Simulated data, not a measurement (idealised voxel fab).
Name of the process module below: voxel gate over fins
We display cut, a cross-section 210 nm in width whose square cells are each 5 nm.
Cross-section format: a grid of square cells, given as bands from top to bottom; each band is one or more rows of cells. Each band's line starts with the height of the band's top and of its bottom, in nm. Then come its materials from left to right, each with its width in nm. One material with "throughout" fills the band from edge to edge. "air" is empty space. Note: height 0 marks the level under which the wafer is uniformly one material as received. Lowest band unbounded below, written "0 down". Top row gets the first number, bottom row gets the second, and each row in between changes by the same step: that is how a band width like "30..40" works. Where the words "no alteration" appear for a step, the cross-section shows no cell changed by that step; every cell remained as before. Look at "Closed internal voids" for the closed voids: empty spaces with no open path to the top, sized 8 cells or up. Each is width x height at distance, distance from the left edge, all nm. That trailing text on a step's line, after the settings, is the simulator's own remark on the step. overlay nm: mask offset rightward from planned place, masked step; negative means leftward offset.
Set out below are the planned steps of the process:
- 1: RECEIVE: material Si
- 2: CONFORMAL_DEP: material SiN, thk nm 5
- 3: DIRECTIONAL_DEP: material aC, thk nm 10
- 4: PATTERN: tone cover, mask id FINS, material resist, width nm 15, pitch nm 45, thk nm 30, overlay nm 0
- 5: DIRECTIONAL_ETCH: etch materials aC, depth nm 10
- 6: STRIP: etch materials resist
- 7: DIRECTIONAL_ETCH: etch materials SiN, depth nm 5
- 8: DIRECTIONAL_ETCH: etch materials Si, depth nm 35
- 9: STRIP: etch materials aC
- 10: OXIDIZE: depth nm 5
- 11: FILL_DEP: material SiO2, thk nm 15
- 12: CMP: height nm 5
- 13: SELECTIVE_ETCH: etch materials SiO2, depth nm 20
- 14: STRIP: etch materials SiN
- 15: CONFORMAL_DEP: material HfO2, thk nm 5
- 16: CONFORMAL_DEP: material TiN, thk nm 5
- 17: FILL_DEP: material W, thk nm 10
- 18: CMP: height nm 15
- 19: CONFORMAL_DEP: material SiN, thk nm 10
Below: the first of two wafers, run as planned:
Received-state cross-section, reflecting completion of step 1:
	0 down  Si throughout
	Closed internal voids: none
Presented here is a cross-section of the wafer after step 2 has been performed:
	5 to 0  SiN throughout
	Beneath the level 0, the cross-section is identical to its previous state.
Presented here is a cross-section of the wafer after step 3 has been performed:
	15 to 5  aC throughout
	Beneath the level 5, the cross-section is identical to its previous state.
Presented here is a cross-section of the wafer after step 4 has been performed:
	45 to 15  air: 50; resist: 15; air: 30; resist: 15; air: 30; resist: 15; air: 55
	Beneath the level 15, the cross-section is identical to its previous state.
Presented here is a cross-section of the wafer after step 5 has been performed:
	35 to 15  air: 50; resist: 15; air: 30; resist: 15; air: 30; resist: 15; air: 55
	15 to 5  air: 50; aC: 15; air: 30; aC: 15; air: 30; aC: 15; air: 55
	Beneath the level 5, the cross-section is identical to its previous state.
Presented here is a cross-section of the wafer after step 6 has been performed:
	15 to 5  air: 50; aC: 15; air: 30; aC: 15; air: 30; aC: 15; air: 55
	Beneath the level 5, the cross-section is identical to its previous state.
Presented here is a cross-section of the wafer after step 7 has been performed:
	15 to 5  air: 50; aC: 15; air: 30; aC: 15; air: 30; aC: 15; air: 55
	5 to 0  air: 50; SiN: 15; air: 30; SiN: 15; air: 30; SiN: 15; air: 55
	Beneath the level 0, the cross-section is identical to its previous state.
Presented here is a cross-section of the wafer after step 8 has been performed:
	15 to 5  air: 50; aC: 15; air: 30; aC: 15; air: 30; aC: 15; air: 55
	5 to 0  air: 50; SiN: 15; air: 30; SiN: 15; air: 30; SiN: 15; air: 55
	0 to -35  air: 50; Si: 15; air: 30; Si: 15; air: 30; Si: 15; air: 55
	Beneath the level -35, the cross-section is identical to its previous state.
Presented here is a cross-section of the wafer after step 9 has been performed:
	5 to 0  air: 50; SiN: 15; air: 30; SiN: 15; air: 30; SiN: 15; air: 55
	Beneath the level 0, the cross-section is identical to its previous state.
Presented here is a cross-section of the wafer after step 10 has been performed:
	5 to 0  air: 50; SiN: 15; air: 30; SiN: 15; air: 30; SiN: 15; air: 55
	0 to -35  air: 50; SiO2: 5; Si: 5; SiO2: 5; air: 30; SiO2: 5; Si: 5; SiO2: 5; air: 30; SiO2: 5; Si: 5; SiO2: 5; air: 55
	-35 to -40  SiO2: 55; Si: 5; SiO2: 40; Si: 5; SiO2: 40; Si: 5; SiO2: 60
	Beneath the level -40, the cross-section is identical to its previous state.
Presented here is a cross-section of the wafer after step 11 has been performed:
	20 to 5  SiO2 throughout
	5 to 0  SiO2: 50; SiN: 15; SiO2: 30; SiN: 15; SiO2: 30; SiN: 15; SiO2: 55
	0 to -40  SiO2: 55; Si: 5; SiO2: 40; Si: 5; SiO2: 40; Si: 5; SiO2: 60
	Beneath the level -40, the cross-section is identical to its previous state.
Presented here is a cross-section of the wafer after step 12 has been performed:
	5 to 0  SiO2: 50; SiN: 15; SiO2: 30; SiN: 15; SiO2: 30; SiN: 15; SiO2: 55
	Beneath the level 0, the cross-section is identical to its previous state.
Presented here is a cross-section of the wafer after step 13 has been performed:
	5 to 0  air: 50; SiN: 15; air: 30; SiN: 15; air: 30; SiN: 15; air: 55
	0 to -15  air: 55; Si: 5; air: 40; Si: 5; air: 40; Si: 5; air: 60
	Beneath the level -15, the cross-section is identical to its previous state.
Presented here is a cross-section of the wafer after step 14 has been performed:
	0 to -15  air: 55; Si: 5; air: 40; Si: 5; air: 40; Si: 5; air: 60
	Beneath the level -15, the cross-section is identical to its previous state.
Presented here is a cross-section of the wafer after step 15 has been performed:
	5 to 0  air: 50; HfO2: 15; air: 30; HfO2: 15; air: 30; HfO2: 15; air: 55
	0 to -10  air: 50; HfO2: 5; Si: 5; HfO2: 5; air: 30; HfO2: 5; Si: 5; HfO2: 5; air: 30; HfO2: 5; Si: 5; HfO2: 5; air: 55
	-10 to -15  HfO2: 55; Si: 5; HfO2: 40; Si: 5; HfO2: 40; Si: 5; HfO2: 60
	Beneath the level -15, the cross-section is identical to its previous state.
Presented here is a cross-section of the wafer after step 16 has been performed:
	10 to 5  air: 45; TiN: 25; air: 20; TiN: 25; air: 20; TiN: 25; air: 50
	5 to 0  air: 45; TiN: 5; HfO2: 15; TiN: 5; air: 20; TiN: 5; HfO2: 15; TiN: 5; air: 20; TiN: 5; HfO2: 15; TiN: 5; air: 50
	0 to -5  air: 45; TiN: 5; HfO2: 5; Si: 5; HfO2: 5; TiN: 5; air: 20; TiN: 5; HfO2: 5; Si: 5; HfO2: 5; TiN: 5; air: 20; TiN: 5; HfO2: 5; Si: 5; HfO2: 5; TiN: 5; air: 50
	-5 to -10  TiN: 50; HfO2: 5; Si: 5; HfO2: 5; TiN: 30; HfO2: 5; Si: 5; HfO2: 5; TiN: 30; HfO2: 5; Si: 5; HfO2: 5; TiN: 55
	Beneath the level -10, the cross-section is identical to its previous state.
Presented here is a cross-section of the wafer after step 17 has been performed:
	20 to 10  W throughout
	10 to 5  W: 45; TiN: 25; W: 20; TiN: 25; W: 20; TiN: 25; W: 50
	5 to 0  W: 45; TiN: 5; HfO2: 15; TiN: 5; W: 20; TiN: 5; HfO2: 15; TiN: 5; W: 20; TiN: 5; HfO2: 15; TiN: 5; W: 50
	0 to -5  W: 45; TiN: 5; HfO2: 5; Si: 5; HfO2: 5; TiN: 5; W: 20; TiN: 5; HfO2: 5; Si: 5; HfO2: 5; TiN: 5; W: 20; TiN: 5; HfO2: 5; Si: 5; HfO2: 5; TiN: 5; W: 50
	Beneath the level -5, the cross-section is identical to its previous state.
Presented here is a cross-section of the wafer after step 18 has been performed:
	15 to 10  W throughout
	Beneath the level 10, the cross-section is identical to its previous state.
Presented here is a cross-section of the wafer after step 19 has been performed:
	25 to 15  SiN throughout
	Beneath the level 15, the cross-section is identical to its previous state.
Notes, second wafer: start = first wafer's, plan = first wafer's, execution had one mistake; history identical to first through step 17:
At the planned end of step 18, the second wafer in cross-section:
	10 to 5  W: 45; TiN: 25; W: 20; TiN: 25; W: 20; TiN: 25; W: 50
	Beneath the level 5, the cross-section is identical to its previous state.
At the planned end of step 19, the second wafer in cross-section:
	20 to 10  SiN throughout
	Beneath the level 10, the cross-section is identical to its previous state.
In executing the process, a mistake was made relative to the plan: contrary to plan, step 18 was performed as CMP: height nm 10
Final cells, second wafer relative to first, materials higher or lower: W -42
